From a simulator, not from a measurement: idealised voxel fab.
A process module follows: voxel released beams.
The cross-section on display is named cut; it measures 220 nm wide, and its cells are 5 nm squares.
Cross-section, as written here: a square-cell grid given band by band from the top down, where a band holds one or more rows of cells.
It is stipulated that each band's entry specify, in nanometres, the height of the top of the band and then that of its bottom, followed by the materials of the band in left-to-right sequence, each together with its width in nanometres. A single material marked by the word "all across" is understood to fill the band from edge to edge; the word "blank" is understood to denote empty space.
Heads up on the height convention: 0 is the point under which the incoming wafer is all one material, and the lowest band has no bottom, it just keeps going down, like "0..down".
Graded width ("30 to 40"): value in top row of band = first number; value in bottom row = second number; row-to-row change constant.
No cell of the cross-section changed in a step that is given as "remained the same".
Look at "Trapped void list" for the closed voids: empty spaces with no open path to the top, sized 8 cells or up. Each is width x height at distance, distance from the left edge, all nm.
What comes after the settings on a step's line is commentary from the simulator itself on that step.
"overlay nm" denotes, for a step that has a mask, the displacement of the mask to the right of its planned place, with negative values corresponding to the left.

[Steps planned for the process]
- 1: RECEIVE | material Si
- 2: CONFORMAL_DEP | material SiN | thk nm 10
- 3: DIRECTIONAL_DEP | material SiO2 | thk nm 10
- 4: MASKED_ETCH | tone open | mask id ANCHOR | width nm 35 | etch materials SiO2 | depth nm 10 | overlay nm 0
- 5: CONFORMAL_DEP | material W | thk nm 10
- 6: DIRECTIONAL_DEP | material aC | thk nm 15
- 7: PATTERN | tone cover | mask id BEAM | material resist | width nm 110 | thk nm 30 | overlay nm 0
- 8: DIRECTIONAL_ETCH | etch materials aC | depth nm 15
- 9: STRIP | etch materials resist
- 10: DIRECTIONAL_ETCH | etch materials W | depth nm 10
- 11: STRIP | etch materials aC
- 12: STRIP | etch materials SiO2

[Cross-section of the wafer upon arrival, representing the state reached after step 1]
> 0..down = Si all across
> Trapped void list: none

[Look at the cross-section after the module: the wafer started out the way shown above and the plan was the one shown above, yet one mistake was made along the way]
> 30..20 = 50 blank  10 W  15 blank  85 W  60 blank
> 20..10 = 50 blank  35 W  135 blank
> 10..0 = SiN all across
> 0..down = Si all across
> Trapped void list: none
What went wrong in running the wafer? rather than as planned, step 4 actually ran as MASKED_ETCH | tone open | mask id ANCHOR | width nm 35 | etch materials SiO2 | depth nm 10 | overlay nm -5
